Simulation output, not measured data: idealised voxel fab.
Documented hereafter: the process module known as voxel fin reveal.
Cross-sectional view cut (width: 270 nm; square cell size: 5 nm).
A cross-section is written here as square cells arranged in a grid, and it is given in bands from the top down, each band taking up one or more rows of cells. Per band: top height and bottom height in nm, followed by the left-to-right materials and their widths in nm; "throughout" marks a single material spanning edge to edge, "empty" marks empty space. Height reference: 0 = level under which incoming wafer is all one material. Lowest band: no bottom, runs on downward, e.g. "z 0 and below". Per-row width for "30->40": begins at first number (top row of band), ends at second number (bottom row), increment between rows held constant. Step marked "no modification"? Then no cell in the cross-section changed in it. Closed-off voids of 8+ cells (no open route to the top) go in "Enclosed void inventory", written width x height at distance from the left edge, in nm. That trailing text on a step's line, after the settings, is the simulator's own remark on the step. What "overlay nm" on a step's line means: if the step has a mask, that mask lay this far to the right of its planned place, or, when the value is negative, to the left.
So here's the lineup of process steps we planned:
- 1: RECEIVE with material Si
- 2: CONFORMAL_DEP with material SiN, thk nm 5
- 3: PATTERN with tone cover, mask id FINS, material resist, width nm 15, pitch nm 45, thk nm 20, overlay nm 0
- 4: DIRECTIONAL_ETCH with etch materials SiN, depth nm 5
- 5: DIRECTIONAL_ETCH with etch materials Si, depth nm 30
- 6: STRIP with etch materials resist
- 7: FILL_DEP with material SiO2, thk nm 15
- 8: CMP with height nm 5
- 9: SELECTIVE_ETCH with etch materials SiO2, depth nm 15
- 10: STRIP with etch materials SiN
- 11: CONFORMAL_DEP with material HfO2, thk nm 5
First wafer, two in total, run as planned:
Wafer cross-section on receipt, i.e. after step 1:
- z 0 and below | Si throughout
- Enclosed void inventory: none
The wafer in cross-section once step 2 is complete:
- z 5 to 0 | SiN throughout
- Everything below 0 is unchanged.
The wafer in cross-section once step 3 is complete:
- z 25 to 5 | empty 80 nm  resist 15 nm  empty 30 nm  resist 15 nm  empty 30 nm  resist 15 nm  empty 85 nm
- Everything below 5 is unchanged.
The wafer in cross-section once step 4 is complete:
- z 25 to 5 | empty 80 nm  resist 15 nm  empty 30 nm  resist 15 nm  empty 30 nm  resist 15 nm  empty 85 nm
- z 5 to 0 | empty 80 nm  SiN 15 nm  empty 30 nm  SiN 15 nm  empty 30 nm  SiN 15 nm  empty 85 nm
- Everything below 0 is unchanged.
The wafer in cross-section once step 5 is complete:
- z 25 to 5 | empty 80 nm  resist 15 nm  empty 30 nm  resist 15 nm  empty 30 nm  resist 15 nm  empty 85 nm
- z 5 to 0 | empty 80 nm  SiN 15 nm  empty 30 nm  SiN 15 nm  empty 30 nm  SiN 15 nm  empty 85 nm
- z 0 to -30 | empty 80 nm  Si 15 nm  empty 30 nm  Si 15 nm  empty 30 nm  Si 15 nm  empty 85 nm
- Everything below -30 is unchanged.
The wafer in cross-section once step 6 is complete:
- z 5 to 0 | empty 80 nm  SiN 15 nm  empty 30 nm  SiN 15 nm  empty 30 nm  SiN 15 nm  empty 85 nm
- Everything below 0 is unchanged.
The wafer in cross-section once step 7 is complete:
- z 20 to 5 | SiO2 throughout
- z 5 to 0 | SiO2 80 nm  SiN 15 nm  SiO2 30 nm  SiN 15 nm  SiO2 30 nm  SiN 15 nm  SiO2 85 nm
- z 0 to -30 | SiO2 80 nm  Si 15 nm  SiO2 30 nm  Si 15 nm  SiO2 30 nm  Si 15 nm  SiO2 85 nm
- Everything below -30 is unchanged.
The wafer in cross-section once step 8 is complete:
- z 5 to 0 | SiO2 80 nm  SiN 15 nm  SiO2 30 nm  SiN 15 nm  SiO2 30 nm  SiN 15 nm  SiO2 85 nm
- Everything below 0 is unchanged.
The wafer in cross-section once step 9 is complete:
- z 5 to 0 | empty 80 nm  SiN 15 nm  empty 30 nm  SiN 15 nm  empty 30 nm  SiN 15 nm  empty 85 nm
- z 0 to -10 | empty 80 nm  Si 15 nm  empty 30 nm  Si 15 nm  empty 30 nm  Si 15 nm  empty 85 nm
- Everything below -10 is unchanged.
The wafer in cross-section once step 10 is complete:
- z 0 to -10 | empty 80 nm  Si 15 nm  empty 30 nm  Si 15 nm  empty 30 nm  Si 15 nm  empty 85 nm
- Everything below -10 is unchanged.
The wafer in cross-section once step 11 is complete:
- z 5 to 0 | empty 75 nm  HfO2 25 nm  empty 20 nm  HfO2 25 nm  empty 20 nm  HfO2 25 nm  empty 80 nm
- z 0 to -5 | empty 75 nm  HfO2 5 nm  Si 15 nm  HfO2 5 nm  empty 20 nm  HfO2 5 nm  Si 15 nm  HfO2 5 nm  empty 20 nm  HfO2 5 nm  Si 15 nm  HfO2 5 nm  empty 80 nm
- z -5 to -10 | HfO2 80 nm  Si 15 nm  HfO2 30 nm  Si 15 nm  HfO2 30 nm  Si 15 nm  HfO2 85 nm
- Everything below -10 is unchanged.
The second wafer began exactly as the first did and followed the same plan, but one mistake was made while running it; through step 9 inclusive, the two wafers are identical:
Look at the second wafer in cross-section at the time step 10 ought to have finished:
- z 5 to 0 | empty 80 nm  SiN 15 nm  empty 30 nm  SiN 15 nm  empty 30 nm  SiN 15 nm  empty 85 nm
- z 0 to -30 | empty 80 nm  Si 15 nm  empty 30 nm  Si 15 nm  empty 30 nm  Si 15 nm  empty 85 nm
- Everything below -30 is unchanged.
Look at the second wafer in cross-section at the time step 11 ought to have finished:
- z 10 to 5 | empty 75 nm  HfO2 25 nm  empty 20 nm  HfO2 25 nm  empty 20 nm  HfO2 25 nm  empty 80 nm
- z 5 to 0 | empty 75 nm  HfO2 5 nm  SiN 15 nm  HfO2 5 nm  empty 20 nm  HfO2 5 nm  SiN 15 nm  HfO2 5 nm  empty 20 nm  HfO2 5 nm  SiN 15 nm  HfO2 5 nm  empty 80 nm
- z 0 to -25 | empty 75 nm  HfO2 5 nm  Si 15 nm  HfO2 5 nm  empty 20 nm  HfO2 5 nm  Si 15 nm  HfO2 5 nm  empty 20 nm  HfO2 5 nm  Si 15 nm  HfO2 5 nm  empty 80 nm
- z -25 to -30 | HfO2 80 nm  Si 15 nm  HfO2 30 nm  Si 15 nm  HfO2 30 nm  Si 15 nm  HfO2 85 nm
- Everything below -30 is unchanged.
Want to know what went wrong? step 10 deviated from plan and actually ran as STRIP with etch materials SiO2
Counted in cells at the end, the second wafer holds more or fewer of these materials than the first: 30 more of HfO2, 9 more of SiN, 180 fewer of SiO2
